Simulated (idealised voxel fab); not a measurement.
process module | voxel ribs on slabs
It is cross-section cut that appears here, measuring 140 nm in width, its square cells being 5 nm in size.
Notation: cross-section as square-cell grid; stated in bands, top first, going down; one or more cell rows per band.
Read a band's entry like this: the first values are the height of its top and the height of its bottom in nm, and what follows is the sequence of materials from left to right, each with its width in nm. Note that "blank" is empty space, and that a single material marked "everywhere" reaches across the band from edge to edge.
Below 0: as-received wafer, all one material; heights counted from there. Lowest band: no bottom, goes on down, written "0 down".
Width: "30->40" (first number = top row, second number = bottom row, same change from row to row of cells).
Where the words "remained unchanged" appear for a step, the cross-section shows no cell changed by that step; every cell remained as before.
The label "Unvented internal voids" introduces a list of the empty spaces, 8 cells or larger, that have no open way up to the top; each entry in it reads width x height at distance, where the distance is taken from the left edge and all three are stated in nm.
That trailing text on a step's line, after the settings, is the simulator's own remark on the step.
Each step line may optionally specify "overlay nm", which for a step with a mask gives the rightward distance between the mask's planned place and where it lay, a negative value indicating the leftward direction.
**Process steps - plan**
1: op RECEIVE | material Si
2: op DIRECTIONAL_DEP | material SiO2 | thk nm 20
3: op DIRECTIONAL_DEP | material polySi | thk nm 15
4: op MASKED_ETCH | tone cover | mask id RIB | width nm 15 | etch materials polySi | depth nm 10 | overlay nm 0
5: op MASKED_ETCH | tone cover | mask id SLAB | width nm 45 | etch materials polySi | depth nm 5 | overlay nm 0
6: op FILL_DEP | material SiO2 | thk nm 20
7: op CMP | height nm 50
8: op DIRECTIONAL_DEP | material W | thk nm 5
9: op DIRECTIONAL_DEP | material aC | thk nm 10
10: op PATTERN | tone cover | mask id HEATER | material resist | width nm 25 | thk nm 30 | overlay nm 0
11: op DIRECTIONAL_ETCH | etch materials aC | depth nm 10
12: op STRIP | etch materials resist
13: op DIRECTIONAL_ETCH | etch materials W | depth nm 5
14: op STRIP | etch materials aC
15: op CONFORMAL_DEP | material SiN | thk nm 5
**Cross-section of the wafer as it came to us, i.e., already through step 1**
    0 down  Si everywhere
    Unvented internal voids: none
**This is how the wafer looks in cross-section once the module is done, given the starting state and plan above and one mistake in carrying the plan out**
    5 to 0  SiN everywhere
    0 down  Si everywhere
    Unvented internal voids: none
Plan not followed: step 14 deviated from plan and actually ran as op STRIP | etch materials SiO2
